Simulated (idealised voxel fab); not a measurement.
process module | voxel ribs on slabs
cross-section cut | 175 nm wide | cells 5 nm
A cross-section is a grid of square cells, given in bands from the top down. A band is one or more rows of cells.
Each band's line starts with the height of the band's top and of its bottom, in nm. Then come its materials from left to right, each with its width in nm. One material with "throughout" fills the band from edge to edge. "air" is empty space.
Height 0 is the level under which the wafer as received is all one material. The lowest band goes on downwards, as in "0 down".
A width such as "30 to 40" changes by the same amount from each row of cells to the next, from the band's top row to its bottom row.
"no change" after a step means that no cell of the cross-section changed.
closed voids: empty space of 8 cells or more with no open way to the top, each as width x height at its distance from the left edge, in nm
after a step's settings: what the simulator itself notes on the step
overlay nm, on a step with a mask: how far to the right of its planned place the mask lay; to the left if negative
plan
1 op RECEIVE | material Si
2 op DIRECTIONAL_DEP | material SiO2 | thk nm 30
3 op DIRECTIONAL_DEP | material polySi | thk nm 25
4 op MASKED_ETCH | tone cover | mask id RIB | width nm 25 | etch materials polySi | depth nm 15 | overlay nm 0
5 op MASKED_ETCH | tone cover | mask id SLAB | width nm 65 | etch materials polySi | depth nm 10 | overlay nm 0
6 op FILL_DEP | material SiO2 | thk nm 25
7 op CMP | height nm 70
8 op DIRECTIONAL_DEP | material W | thk nm 5
9 op MASKED_ETCH | tone cover | mask id HEATER | width nm 35 | etch materials W | depth nm 5 | overlay nm 0
10 op CONFORMAL_DEP | material SiN | thk nm 5
first wafer, as planned
as received, after step 1
  0 down: Si throughout
  closed voids: none
after step 2
  30 to 0: SiO2 throughout
  below 0: unchanged
after step 3
  55 to 30: polySi throughout
  below 30: unchanged
after step 4
  55 to 40: air 75 | polySi 25 | air 75
  below 40: unchanged
after step 5
  55 to 40: air 75 | polySi 25 | air 75
  40 to 30: air 55 | polySi 65 | air 55
  below 30: unchanged
after step 6
  80 to 55: SiO2 throughout
  55 to 40: SiO2 75 | polySi 25 | SiO2 75
  40 to 30: SiO2 55 | polySi 65 | SiO2 55
  below 30: unchanged
after step 7
  70 to 55: SiO2 throughout
  below 55: unchanged
after step 8
  75 to 70: W throughout
  below 70: unchanged
after step 9
  75 to 70: air 70 | W 35 | air 70
  below 70: unchanged
after step 10
  80 to 75: air 65 | SiN 45 | air 65
  75 to 70: SiN 70 | W 35 | SiN 70
  below 70: unchanged
second wafer: like start, like plan, one mistake. Through step 2 it matches the first wafer
when step 3 should have ended
  80 to 30: polySi throughout
  below 30: unchanged
when step 4 should have ended
  80 to 65: air 75 | polySi 25 | air 75
  below 65: unchanged
when step 5 should have ended
  80 to 65: air 75 | polySi 25 | air 75
  65 to 55: air 55 | polySi 65 | air 55
  below 55: unchanged
when step 6 should have ended
  105 to 80: SiO2 throughout
  80 to 65: SiO2 75 | polySi 25 | SiO2 75
  65 to 55: SiO2 55 | polySi 65 | SiO2 55
  below 55: unchanged
when step 7 should have ended
  70 to 65: SiO2 75 | polySi 25 | SiO2 75
  below 65: unchanged
when step 8 should have ended
  75 to 70: W throughout
  below 70: unchanged
when step 9 should have ended
  75 to 70: air 70 | W 35 | air 70
  below 70: unchanged
when step 10 should have ended
  80 to 75: air 65 | SiN 45 | air 65
  75 to 70: SiN 70 | W 35 | SiN 70
  below 70: unchanged
what went wrong: step 3 was run twice
at the end the second wafer has, in cells: 165 fewer of SiO2 | 165 more of polySi
